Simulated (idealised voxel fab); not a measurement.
The following process module bears the name voxel wiring stack.
In the cross-section labelled cut, the width is 195 nm and each square cell is 5 nm.
Notation: cross-section as square-cell grid; stated in bands, top first, going down; one or more cell rows per band. Within each band entry, the heights of the top and of the bottom of the band appear first, in that order and in nm; the materials of the band then follow from left to right, each with its corresponding width in nm. The designation "all across" on a single material indicates that it fills the band from edge to edge; the designation "air" indicates empty space. It should be noted that heights are counted from 0, beneath which the wafer as supplied is of one material throughout, and that the lowest band possesses no lower boundary but continues downward, as written in "0 -> down". When a width is written as two numbers, as in "30 to 40", the first number is the width in the top row of cells of the band and the second is the width in its bottom row, and the width changes by the same amount from each row to the next. "stayed the same" means the step left every cell of the cross-section as it was. If an empty space has no open way to the top and is at least 8 cells in size, "Trapped void list" lists it, written width x height at distance, where distance is measured from the left edge and every value is in nm. Formally, on a step line, whatever follows the settings is a remark that the simulator itself makes on the step. Steps that use a mask can have "overlay nm" on their line. It says how far the mask sat to the right of where it was meant to be. Negative means to the left.

THIS SECTION LISTS THE PROCESS STEPS THAT WERE PLANNED
1 RECEIVE (material Si)
2 CONFORMAL_DEP (material SiO2; thk nm 15)
3 DIRECTIONAL_DEP (material TiN; thk nm 5)
4 DIRECTIONAL_DEP (material Ru; thk nm 20)
5 PATTERN (tone cover; mask id METAL_1; material resist; width nm 20; pitch nm 45; thk nm 20; overlay nm 0)
6 DIRECTIONAL_ETCH (etch materials Ru; depth nm 20)
7 DIRECTIONAL_ETCH (etch materials TiN; depth nm 5)
8 STRIP (etch materials resist)
9 FILL_DEP (material lowk; thk nm 10)
10 CMP (height nm 40)
11 CONFORMAL_DEP (material SiCN; thk nm 5)
12 DIRECTIONAL_DEP (material lowk; thk nm 15)
13 DIRECTIONAL_DEP (material aC; thk nm 15)
14 PATTERN (tone open; mask id PLUG_1; material resist; width nm 15; pitch nm 45; thk nm 35; overlay nm 0)
15 DIRECTIONAL_ETCH (etch materials aC; depth nm 15)
16 STRIP (etch materials resist)
17 DIRECTIONAL_ETCH (etch materials lowk; depth nm 15)
18 DIRECTIONAL_ETCH (etch materials SiCN; depth nm 5)
19 STRIP (etch materials aC)
20 EPI (material Ru; thk nm 10)
21 EPI (material Ru; thk nm 10)
22 CONFORMAL_DEP (material SiN; thk nm 5)
23 DIRECTIONAL_DEP (material SiO2; thk nm 15)
24 DIRECTIONAL_DEP (material aC; thk nm 10)
25 PATTERN (tone open; mask id METAL_2; material resist; width nm 20; pitch nm 45; thk nm 30; overlay nm 0)
26 DIRECTIONAL_ETCH (etch materials aC; depth nm 10)
27 STRIP (etch materials resist)
28 DIRECTIONAL_ETCH (etch materials SiO2; depth nm 15)
29 DIRECTIONAL_ETCH (etch materials SiN; depth nm 5)
30 STRIP (etch materials aC)
31 CONFORMAL_DEP (material TiN; thk nm 5)
32 FILL_DEP (material Cu; thk nm 10)
33 CMP (height nm 80)
34 CONFORMAL_DEP (material SiCN; thk nm 5)
35 DIRECTIONAL_DEP (material lowk; thk nm 30)
36 DIRECTIONAL_DEP (material aC; thk nm 15)
37 PATTERN (tone open; mask id METAL_3; material resist; width nm 20; pitch nm 45; thk nm 35; overlay nm 0)
38 DIRECTIONAL_ETCH (etch materials aC; depth nm 15)
39 STRIP (etch materials resist)
40 DIRECTIONAL_ETCH (etch materials lowk; depth nm 15)
41 STRIP (etch materials aC)
42 MASKED_ETCH (tone open; mask id METAL_3_HOLES; width nm 15; pitch nm 45; etch materials lowk; depth nm 15; overlay nm 0)
43 MASKED_ETCH (tone open; mask id METAL_3_HOLES; width nm 15; pitch nm 45; etch materials SiCN; depth nm 5; overlay nm 0)
44 CONFORMAL_DEP (material TiN; thk nm 5)
45 FILL_DEP (material Cu; thk nm 5)
46 CMP (height nm 115)
47 CONFORMAL_DEP (material SiCN; thk nm 5)
48 DIRECTIONAL_DEP (material lowk; thk nm 10)
49 MASKED_ETCH (tone open; mask id PLUG_3; width nm 15; pitch nm 45; etch materials lowk; depth nm 10; overlay nm 0)
50 MASKED_ETCH (tone open; mask id PLUG_3; width nm 15; pitch nm 45; etch materials SiCN; depth nm 5; overlay nm 0)
51 CONFORMAL_DEP (material TiN; thk nm 5)
52 FILL_DEP (material Cu; thk nm 5)
53 CMP (height nm 130)
54 CONFORMAL_DEP (material SiCN; thk nm 5)
55 DIRECTIONAL_DEP (material SiO2; thk nm 25)
56 DIRECTIONAL_DEP (material aC; thk nm 10)
57 PATTERN (tone open; mask id METAL_4; material resist; width nm 20; pitch nm 45; thk nm 25; overlay nm 0)
58 DIRECTIONAL_ETCH (etch materials aC; depth nm 10)
59 STRIP (etch materials resist)
60 DIRECTIONAL_ETCH (etch materials SiO2; depth nm 25)
61 DIRECTIONAL_ETCH (etch materials SiCN; depth nm 5)
62 STRIP (etch materials aC)
63 CONFORMAL_DEP (material TiN; thk nm 5)
64 FILL_DEP (material Cu; thk nm 5)
65 CMP (height nm 160)
66 CONFORMAL_DEP (material SiCN; thk nm 5)
Every wafer here starts from the same state; it is the step 49 width nm that distinguishes them, and the value the plan gives belongs to the first wafer.

STEP 1 COMPLETE: AS-RECEIVED CROSS-SECTION OF THE FIRST OF SEVERAL WAFERS
0 -> down | Si all across
Trapped void list: none

ROW PER WAFER, END-OF-MODULE: CELL GAIN (+)/LOSS (-) BY MATERIAL SINCE THE WAFER CAME IN, THEN CLOSED VOIDS
width nm 15 | +78 Cu | +84 Ru | +156 SiCN | +27 SiN | +333 SiO2 | +153 TiN | +456 lowk | Trapped void list: none
width nm 20 | +81 Cu | +84 Ru | +156 SiCN | +27 SiN | +333 SiO2 | +156 TiN | +450 lowk | Trapped void list: none
width nm 25 | +84 Cu | +84 Ru | +156 SiCN | +27 SiN | +333 SiO2 | +159 TiN | +444 lowk | Trapped void list: none
width nm 30 | +87 Cu | +84 Ru | +156 SiCN | +27 SiN | +333 SiO2 | +162 TiN | +438 lowk | Trapped void list: none
